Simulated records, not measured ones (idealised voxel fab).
A process module follows: voxel transistor to metal.
Cross-section cut spans 270 nm and uses square cells 5 nm in size.
In this document a cross-section is written as a grid of square cells. It is given as a series of bands, listed from the top down, and a band is one or more rows of cells. Top height, bottom height, nm. Materials left to right, width each, nm. Single material + "all across" = fills band edge to edge. "air" = empty. Heights are expressed relative to 0, this being the level below which the as-received wafer comprises one material exclusively. The lowest band is unbounded in the downward direction and is denoted as in "0..down". The two numbers in a width such as "30 to 40" mark its ends across the band: the first belongs to the top row of cells, the second to the bottom row, and from each row to the next the width moves by the same amount. It should be understood that the words "no change", when stated for a given step, signify that the cross-section underwent no change in any of its cells during that step. Empty spaces counting at least 8 cells and having no open way to the top are listed in "Sealed void listing". The notation width x height at distance is used for each, the distance being from the left edge and all three values in nm. Heads up: the bit after the settings on a step's line is the simulator's remark on that step. overlay nm: mask offset rightward from planned place, masked step; negative means leftward offset.

These are the steps we planned for the process
1. RECEIVE with material Si
2. CONFORMAL_DEP with material SiO2, thk nm 5
3. CONFORMAL_DEP with material SiN, thk nm 10
4. DIRECTIONAL_DEP with material aC, thk nm 15
5. PATTERN with tone cover, mask id ACTIVE, material resist, width nm 105, pitch nm 135, thk nm 30, overlay nm 0
6. DIRECTIONAL_ETCH with etch materials aC, depth nm 15
7. STRIP with etch materials resist
8. DIRECTIONAL_ETCH with etch materials SiN, depth nm 10
9. DIRECTIONAL_ETCH with etch materials SiO2, depth nm 5
10. DIRECTIONAL_ETCH with etch materials Si, depth nm 30
11. STRIP with etch materials aC
12. FILL_DEP with material SiO2, thk nm 10
13. CMP with height nm 15
14. SELECTIVE_ETCH with etch materials SiO2, depth nm 10
15. STRIP with etch materials SiN
16. SELECTIVE_ETCH with etch materials SiO2, depth nm 5
17. OXIDIZE with depth nm 5
18. DIRECTIONAL_DEP with material polySi, thk nm 25
19. DIRECTIONAL_DEP with material SiCN, thk nm 15
20. MASKED_ETCH with tone cover, mask id GATE, width nm 15, pitch nm 135, etch materials SiCN, depth nm 25, overlay nm 0
21. MASKED_ETCH with tone cover, mask id GATE, width nm 15, pitch nm 135, etch materials polySi, depth nm 35, overlay nm 0
22. CONFORMAL_DEP with material SiN, thk nm 5
23. DIRECTIONAL_ETCH with etch materials SiN, depth nm 5
24. DIRECTIONAL_ETCH with etch materials SiO2, depth nm 5
25. DIRECTIONAL_ETCH with etch materials Si, depth nm 15
26. EPI with material pSi, thk nm 20
27. FILL_DEP with material SiO2, thk nm 5
28. CMP with height nm 40
29. DIRECTIONAL_DEP with material SiO2, thk nm 15
30. DIRECTIONAL_DEP with material aC, thk nm 10
31. PATTERN with tone open, mask id CONTACT, material resist, width nm 35, thk nm 30, overlay nm 0
32. DIRECTIONAL_ETCH with etch materials aC, depth nm 10
33. STRIP with etch materials resist
34. DIRECTIONAL_ETCH with etch materials SiO2, depth nm 55
35. STRIP with etch materials aC
36. CONFORMAL_DEP with material TiN, thk nm 5
37. FILL_DEP with material W, thk nm 5
38. CMP with height nm 55
39. DIRECTIONAL_DEP with material TiN, thk nm 5
40. DIRECTIONAL_DEP with material W, thk nm 20
41. MASKED_ETCH with tone cover, mask id METAL_1, width nm 20, etch materials W, depth nm 20, overlay nm 0
42. MASKED_ETCH with tone cover, mask id METAL_1, width nm 20, etch materials TiN, depth nm 5, overlay nm 0
43. CONFORMAL_DEP with material SiN, thk nm 5
44. FILL_DEP with material SiO2, thk nm 5
45. CMP with height nm 80
46. CONFORMAL_DEP with material SiCN, thk nm 5
47. DIRECTIONAL_DEP with material lowk, thk nm 35
48. DIRECTIONAL_DEP with material aC, thk nm 15
49. PATTERN with tone open, mask id METAL_2_HOLES, material resist, width nm 15, pitch nm 135, thk nm 35, overlay nm 0
50. DIRECTIONAL_ETCH with etch materials aC, depth nm 15
51. STRIP with etch materials resist
52. DIRECTIONAL_ETCH with etch materials lowk, depth nm 35
53. STRIP with etch materials aC
54. DIRECTIONAL_DEP with material aC, thk nm 10
55. PATTERN with tone open, mask id METAL_2, material resist, width nm 20, pitch nm 135, thk nm 30, overlay nm 0
56. DIRECTIONAL_ETCH with etch materials aC, depth nm 10
57. STRIP with etch materials resist
58. DIRECTIONAL_ETCH with etch materials lowk, depth nm 20
59. DIRECTIONAL_ETCH with etch materials SiCN, depth nm 5
60. STRIP with etch materials aC
61. CONFORMAL_DEP with material TiN, thk nm 5
62. FILL_DEP with material Cu, thk nm 5
63. CMP with height nm 120
64. CONFORMAL_DEP with material SiCN, thk nm 5

As-received state of the wafer in cross-section, equivalent to post-step 1
* 0..down: Si all across
* Sealed void listing: none

The following cross-section depicts the wafer upon conclusion of the module. Processing commenced from the starting condition illustrated above and adhered to the plan illustrated above, save for one mistake in execution
* 125..120: SiCN all across
* 120..115: SiCN=20  TiN=20  SiCN=115  TiN=20  SiCN=95
* 115..80: lowk all across
* 80..60: SiO2=15  SiN=5  W=20  SiN=5  SiO2=45  SiN=5  W=20  SiN=5  SiO2=30  SiN=5  W=20  SiN=5  SiO2=45  SiN=5  W=20  SiN=5  SiO2=15
* 60..55: SiN=20  TiN=20  SiN=55  TiN=20  SiN=40  TiN=20  SiN=55  TiN=20  SiN=20
* 55..40: SiO2=20  TiN=5  W=25  TiN=5  SiO2=25  TiN=5  W=25  TiN=5  SiO2=40  TiN=5  W=25  TiN=5  SiO2=25  TiN=5  W=25  TiN=5  SiO2=20
* 40..25: SiO2=20  TiN=5  W=25  TiN=5  SiN=5  SiCN=15  SiN=5  TiN=5  W=25  TiN=5  SiO2=40  TiN=5  W=25  TiN=5  SiN=5  SiCN=15  SiN=5  TiN=5  W=25  TiN=5  SiO2=20
* 25..15: SiO2=20  TiN=5  W=25 to 5  TiN=5 to 25  SiN=5  polySi=15  SiN=5  TiN=5 to 25  W=25 to 5  TiN=5  SiO2=40  TiN=5  W=25 to 5  TiN=5 to 25  SiN=5  polySi=15  SiN=5  TiN=5 to 25  W=25 to 5  TiN=5  SiO2=20
* 15..5: SiO2=20  TiN=5  W=5  TiN=5  pSi=20  SiN=5  polySi=15  SiN=5  pSi=20  TiN=5  W=5  TiN=5  SiO2=40  TiN=5  W=5  TiN=5  pSi=20  SiN=5  polySi=15  SiN=5  pSi=20  TiN=5  W=5  TiN=5  SiO2=20
* 5..0: SiO2=20  TiN=15  pSi=20  SiN=5  polySi=15  SiN=5  pSi=20  TiN=15  SiO2=40  TiN=15  pSi=20  SiN=5  polySi=15  SiN=5  pSi=20  TiN=15  SiO2=20
* 0..-5: SiO2=10  pSi=45  SiO2=25  pSi=45  SiO2=20  pSi=45  SiO2=25  pSi=45  SiO2=10
* -5..-20: SiO2=15  pSi=40  Si=25  pSi=40  SiO2=30  pSi=40  Si=25  pSi=40  SiO2=15
* -20..-30: SiO2=15  Si=105  SiO2=30  Si=105  SiO2=15
* -30..down: Si all across
* Sealed void listing: none
The plan and the run diverged here: the processing plan was not followed for steps 46 and 47, which were run with their positions exchanged
